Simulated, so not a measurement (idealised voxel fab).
The process module presented herein is designated voxel lift off.
Shown is cross-section cut, with a width of 250 nm and square cells of size 5 nm.
Cross-sections here: square-cell grids, written as top-down lists of bands, a band being one or more rows of cells.
Look at the band entry: it leads with the top's height and the bottom's height in nm. Then it lists the materials left to right, with a width in nm for each. The word "full width" on a single material says that material fills the band edge to edge. The word "blank" is empty space.
Heights are reckoned from 0. Under this level, the received wafer is all of one material. The bottommost band is open-ended downward, for example "0..down".
When a width is written as two numbers, as in "30 to 40", the first number is the width in the top row of cells of the band and the second is the width in its bottom row, and the width changes by the same amount from each row to the next.
Key: "nothing changed" - step with no changed cell in the cross-section.
Entry "Closed empty spaces". Content: empty spaces with no open connection to the top, size 8 cells or greater. Each: width x height at distance. Distance: from left edge. Unit: nm.
Formally, on a step line, whatever follows the settings is a remark that the simulator itself makes on the step.
overlay nm, on a step with a mask: how far to the right of its planned place the mask lay; to the left if negative

### Here's what the planned process steps look like
1. RECEIVE: material Si
2. CONFORMAL_DEP: material Al2O3, thk nm 10
3. PATTERN: tone open, mask id LINES, material resist, width nm 15, pitch nm 35, thk nm 20, overlay nm -15
4. DIRECTIONAL_DEP: material Ru, thk nm 10
5. STRIP: etch materials resist
6. CONFORMAL_DEP: material SiN, thk nm 5
For this document, wafers share an identical start and vary in the step 3 overlay nm; the plan quotes the first wafer's value.

### Cross-section of the first incoming wafer of several, state after step 1
    0..down: Si full width
    Closed empty spaces: none

### For your reference, the table is organized with a row per wafer; each row reflects the wafer at the end of the module, indicating for each material the cells gained (+) or lost (-) since receipt, and thereafter its closed voids
overlay nm -15 | +100 Al2O3 | +12 Ru | +58 SiN | Closed empty spaces: none
overlay nm -10 | +100 Al2O3 | +12 Ru | +58 SiN | Closed empty spaces: none
overlay nm -5 | +100 Al2O3 | +12 Ru | +58 SiN | Closed empty spaces: none
overlay nm 0 | +100 Al2O3 | +12 Ru | +58 SiN | Closed empty spaces: none
overlay nm 5 | +100 Al2O3 | +12 Ru | +58 SiN | Closed empty spaces: none
overlay nm 10 | +100 Al2O3 | +12 Ru | +58 SiN | Closed empty spaces: none
overlay nm 15 | +100 Al2O3 | +12 Ru | +58 SiN | Closed empty spaces: none
